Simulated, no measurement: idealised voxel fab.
process module | voxel released beams
cross-section cut | 160 nm wide | cells 5 nm
A cross-section is a grid of square cells, given in bands from the top down. A band is one or more rows of cells.
Each band's line starts with the height of the band's top and of its bottom, in nm. Then come its materials from left to right, each with its width in nm. One material with "throughout" fills the band from edge to edge. "air" is empty space.
Height 0 is the level under which the wafer as received is all one material. The lowest band goes on downwards, as in "0 down".
A width such as "30 to 40" changes by the same amount from each row of cells to the next, from the band's top row to its bottom row.
"no change" after a step means that no cell of the cross-section changed.
closed voids: empty space of 8 cells or more with no open way to the top, each as width x height at its distance from the left edge, in nm
after a step's settings: what the simulator itself notes on the step
overlay nm, on a step with a mask: how far to the right of its planned place the mask lay; to the left if negative
plan
1 op RECEIVE | material Si
2 op CONFORMAL_DEP | material SiN | thk nm 5
3 op DIRECTIONAL_DEP | material SiO2 | thk nm 20
4 op MASKED_ETCH | tone open | mask id ANCHOR | width nm 45 | etch materials SiO2 | depth nm 20 | overlay nm 0
5 op CONFORMAL_DEP | material polySi | thk nm 15
6 op MASKED_ETCH | tone cover | mask id BEAM | width nm 115 | etch materials polySi | depth nm 15 | overlay nm 0
7 op STRIP | etch materials SiO2
first wafer, as planned
as received, after step 1
  0 down: Si throughout
  closed voids: none
after step 2
  5 to 0: SiN throughout
  below 0: unchanged
after step 3
  25 to 5: SiO2 throughout
  below 5: unchanged
after step 4
  25 to 5: SiO2 25 | air 45 | SiO2 90
  below 5: unchanged
after step 5
  40 to 25: polySi 40 | air 15 | polySi 105
  25 to 20: SiO2 25 | polySi 15 | air 15 | polySi 15 | SiO2 90
  20 to 5: SiO2 25 | polySi 45 | SiO2 90
  below 5: unchanged
after step 6
  40 to 25: air 20 | polySi 20 | air 15 | polySi 80 | air 25
  below 25: unchanged
after step 7
  40 to 25: air 20 | polySi 20 | air 15 | polySi 80 | air 25
  25 to 20: air 25 | polySi 15 | air 15 | polySi 15 | air 90
  20 to 5: air 25 | polySi 45 | air 90
  below 5: unchanged
second wafer: like start, like plan, one mistake. Through step 2 it matches the first wafer
when step 3 should have ended
  20 to 5: SiO2 throughout
  below 5: unchanged
when step 4 should have ended
  20 to 5: SiO2 25 | air 45 | SiO2 90
  below 5: unchanged
when step 5 should have ended
  35 to 20: polySi 40 | air 15 | polySi 105
  20 to 5: SiO2 25 | polySi 45 | SiO2 90
  below 5: unchanged
when step 6 should have ended
  35 to 20: air 20 | polySi 20 | air 15 | polySi 80 | air 25
  below 20: unchanged
when step 7 should have ended
  35 to 20: air 20 | polySi 20 | air 15 | polySi 80 | air 25
  20 to 5: air 25 | polySi 45 | air 90
  below 5: unchanged
what went wrong: step 3 ran as: op DIRECTIONAL_DEP | material SiO2 | thk nm 15
at the end the second wafer has, in cells: 6 fewer of polySi
